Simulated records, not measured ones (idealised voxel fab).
You're looking at the process module voxel double patterning.
Section cut is 170 nm wide and gridded with 5 nm square cells.
Cross-section = grid of square cells, listed top down in bands; band = one or more rows.
It is stipulated that each band's entry specify, in nanometres, the height of the top of the band and then that of its bottom, followed by the materials of the band in left-to-right sequence, each together with its width in nanometres. A single material marked by the word "all across" is understood to fill the band from edge to edge; the word "empty" is understood to denote empty space.
The level at which height equals 0 is the one under which the wafer, as it arrives, is entirely one material. No lower edge exists for the bottom band, which continues downward and is notated as in "top 0, no bottom".
Per-row width for "30->40": begins at first number (top row of band), ends at second number (bottom row), increment between rows held constant.
"identical to before" means the step left every cell of the cross-section as it was.
Any empty space of 8 cells or more lacking an open way to the top shows up in "Enclosed voids" as width x height at distance, distance from the left edge, in nm.
Formally, on a step line, whatever follows the settings is a remark that the simulator itself makes on the step.
"overlay nm" on a masked step: distance the mask lay right of its planned place, negative for left.

Steps planned for the process:
1: RECEIVE | material Si
2: CONFORMAL_DEP | material SiO2 | thk nm 5
3: DIRECTIONAL_DEP | material TiN | thk nm 20
4: DIRECTIONAL_DEP | material SiN | thk nm 10
5: MASKED_ETCH | tone open | mask id FIRST | width nm 15 | pitch nm 50 | etch materials SiN | depth nm 10 | overlay nm 0
6: DIRECTIONAL_DEP | material aC | thk nm 10
7: PATTERN | tone open | mask id SECOND | material resist | width nm 15 | thk nm 30 | overlay nm 0
8: DIRECTIONAL_ETCH | etch materials aC | depth nm 10
9: STRIP | etch materials resist
10: DIRECTIONAL_ETCH | etch materials SiN | depth nm 10
11: STRIP | etch materials aC
12: DIRECTIONAL_ETCH | etch materials TiN | depth nm 20
13: STRIP | etch materials SiN

The cross-section here shows the wafer as received, i.e. in its state after step 1:
* top 0, no bottom: Si all across
* Enclosed voids: none

Cross-section: first of two wafers, module finished, run according to plan:
* top 25, bottom 5: 50 nm TiN  15 nm empty  10 nm TiN  15 nm empty  10 nm TiN  15 nm empty  55 nm TiN
* top 5, bottom 0: SiO2 all across
* top 0, no bottom: Si all across
* Enclosed voids: none

Wafer two, end of module, cross-section. Same start, same plan as wafer one. One mistake in the run:
* top 25, bottom 5: 50 nm TiN  15 nm empty  5 nm TiN  25 nm empty  5 nm TiN  15 nm empty  55 nm TiN
* top 5, bottom 0: SiO2 all across
* top 0, no bottom: Si all across
* Enclosed voids: none
Deviation from plan: step 7 went in with a setting other than planned; the actual run was PATTERN | tone open | mask id SECOND | material resist | width nm 25 | thk nm 30 | overlay nm 0
In the final state, the cell counts of the second wafer exceed or fall short of those of the first for the following materials: 8 fewer of TiN
